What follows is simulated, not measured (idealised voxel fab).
Process module in this document: voxel lift off
Section shown: cut. Width: 300 nm. Cell size: 5 nm, square.
Cross-section, as written here: a square-cell grid given band by band from the top down, where a band holds one or more rows of cells.
Top height, bottom height, nm. Materials left to right, width each, nm. Single material + "everywhere" = fills band edge to edge. "empty" = empty.
Zero point of the height axis is 0; under it, received wafer = one material. Lowest band: continues down indefinitely, "0 -> down".
The two numbers in a width such as "30->40" mark its ends across the band: the first belongs to the top row of cells, the second to the bottom row, and from each row to the next the width moves by the same amount.
What does "remained unchanged" mean for a step? It means no cell of the cross-section changed in that step.
You'll see "Internal closed voids" listing empty spaces that have no way open to the top, as long as they're 8 cells or more; the notation is width x height at distance, where the distance is from the left edge, and all of it is in nm.
What comes after the settings on a step's line is commentary from the simulator itself on that step.
Steps that use a mask can have "overlay nm" on their line. It says how far the mask sat to the right of where it was meant to be. Negative means to the left.

-- Here's what the planned process steps look like
step 1: RECEIVE (material Si)
step 2: CONFORMAL_DEP (material SiN; thk nm 5)
step 3: PATTERN (tone open; mask id LINES; material resist; width nm 25; pitch nm 50; thk nm 20; overlay nm -15)
step 4: DIRECTIONAL_DEP (material Ru; thk nm 10)
step 5: STRIP (etch materials resist)
step 6: CONFORMAL_DEP (material SiN; thk nm 5)
Variable across wafers: step 3 overlay nm (plan value is that of the first wafer; starting state common to all).

-- So this is the first of several wafers, cross-sectioned as it came to us, meaning it's at the end of step 1
- 0 -> down  Si everywhere
- Internal closed voids: none

-- Gained (+) or lost (-) cells of each material since receipt, then closed voids: one row per wafer, at the end of the module
overlay nm -15, +30 Ru, +132 SiN, Internal closed voids: none
overlay nm -10, +30 Ru, +132 SiN, Internal closed voids: none
overlay nm -5, +30 Ru, +132 SiN, Internal closed voids: none
overlay nm 0, +30 Ru, +132 SiN, Internal closed voids: none
overlay nm 5, +30 Ru, +132 SiN, Internal closed voids: none
overlay nm 10, +30 Ru, +132 SiN, Internal closed voids: none
overlay nm 15, +30 Ru, +132 SiN, Internal closed voids: none
